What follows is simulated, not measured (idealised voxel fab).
Process module heading - voxel self aligned contacts
The figure presents cross-section cut, which has a width of 210 nm and is divided into square cells with an edge length of 5 nm.
Just so we're on the same page, the cross-sections are grids of square cells, and they're listed out in bands top to bottom, each band one or more rows deep.
First you get the band's top height and its bottom height, in nm, and then the materials it's made of, left to right, with each width in nm. If you see a single material with "everywhere", that one covers the band edge to edge. "blank" is empty space.
It should be noted that heights are counted from 0, beneath which the wafer as supplied is of one material throughout, and that the lowest band possesses no lower boundary but continues downward, as written in "0..down".
Width "30 to 40": first value at the band's top row of cells, second value at its bottom row, equal change from row to row.
Step note "left unchanged" = no cross-section cell changed.
For the entry "Enclosed void entries", the listed items are empty spaces with no open way to the top whose size is 8 cells or more; each item follows the pattern width x height at distance, where distance is from the left edge and all three are in nm.
Where a step's line continues beyond its settings, the continuation is a remark by the simulator itself on that step.
The line of a step may include "overlay nm". On a step with a mask, this value is how far to the right of its planned place the mask lay. A negative value means the mask lay to the left.
The process steps that were planned are listed below:
1. RECEIVE [material Si]
2. CONFORMAL_DEP [material SiO2] [thk nm 5]
3. DIRECTIONAL_DEP [material polySi] [thk nm 20]
4. DIRECTIONAL_DEP [material SiN] [thk nm 15]
5. DIRECTIONAL_DEP [material aC] [thk nm 15]
6. PATTERN [tone cover] [mask id GATE] [material resist] [width nm 30] [pitch nm 55] [thk nm 30] [overlay nm 0]
7. DIRECTIONAL_ETCH [etch materials aC] [depth nm 15]
8. STRIP [etch materials resist]
9. DIRECTIONAL_ETCH [etch materials SiN] [depth nm 15]
10. DIRECTIONAL_ETCH [etch materials polySi] [depth nm 20]
11. STRIP [etch materials aC]
12. CONFORMAL_DEP [material SiN] [thk nm 5]
13. DIRECTIONAL_ETCH [etch materials SiN] [depth nm 5]
14. FILL_DEP [material SiO2] [thk nm 20]
15. CMP [height nm 50]
16. DIRECTIONAL_DEP [material aC] [thk nm 10]
17. PATTERN [tone open] [mask id CONTACT] [material resist] [width nm 35] [thk nm 30] [overlay nm 0]
18. DIRECTIONAL_ETCH [etch materials aC] [depth nm 10]
19. STRIP [etch materials resist]
20. DIRECTIONAL_ETCH [etch materials SiO2] [depth nm 50]
21. STRIP [etch materials aC]
22. CONFORMAL_DEP [material TiN] [thk nm 5]
23. FILL_DEP [material W] [thk nm 10]
24. CMP [height nm 50]
25. CONFORMAL_DEP [material SiN] [thk nm 5]
The cross-section here shows the wafer as received, i.e. in its state after step 1:
- 0..down | Si everywhere
- Enclosed void entries: none
Cross-section: first of two wafers, module finished, run according to plan:
- 55..50 | SiN everywhere
- 50..40 | 85 nm SiO2  5 to 15 nm TiN  25 to 5 nm W  5 to 15 nm TiN  90 nm SiO2
- 40..25 | 55 nm SiO2  40 nm SiN  5 nm TiN  5 nm W  5 nm TiN  40 nm SiN  60 nm SiO2
- 25..5 | 55 nm SiO2  5 nm SiN  30 nm polySi  5 nm SiN  5 nm TiN  5 nm W  5 nm TiN  5 nm SiN  30 nm polySi  5 nm SiN  60 nm SiO2
- 5..0 | 95 nm SiO2  15 nm TiN  100 nm SiO2
- 0..down | Si everywhere
- Enclosed void entries: none
Wafer two (of two), end-of-module cross-section: start = wafer one, plan = wafer one, one run mistake:
- 55..50 | SiN everywhere
- 50..40 | 85 nm SiO2  5 to 15 nm TiN  30 to 5 nm W  5 to 20 nm TiN  85 nm SiO2
- 40..25 | 55 nm SiO2  40 nm SiN  5 nm TiN  5 nm W  5 nm TiN  40 nm SiN  60 nm SiO2
- 25..5 | 55 nm SiO2  5 nm SiN  30 nm polySi  5 nm SiN  5 nm TiN  5 nm W  5 nm TiN  5 nm SiN  30 nm polySi  5 nm SiN  60 nm SiO2
- 5..0 | 95 nm SiO2  15 nm TiN  100 nm SiO2
- 0..down | Si everywhere
- Enclosed void entries: none
Which mistake was made when the wafer was run? the process deviated at step 17: the operation and settings actually run there were PATTERN [tone open] [mask id CONTACT] [material resist] [width nm 40] [thk nm 30] [overlay nm 0]
At the finish, the second wafer shows more or fewer cells for some materials than the first does: 2 fewer of SiO2 | 1 more of TiN | 1 more of W
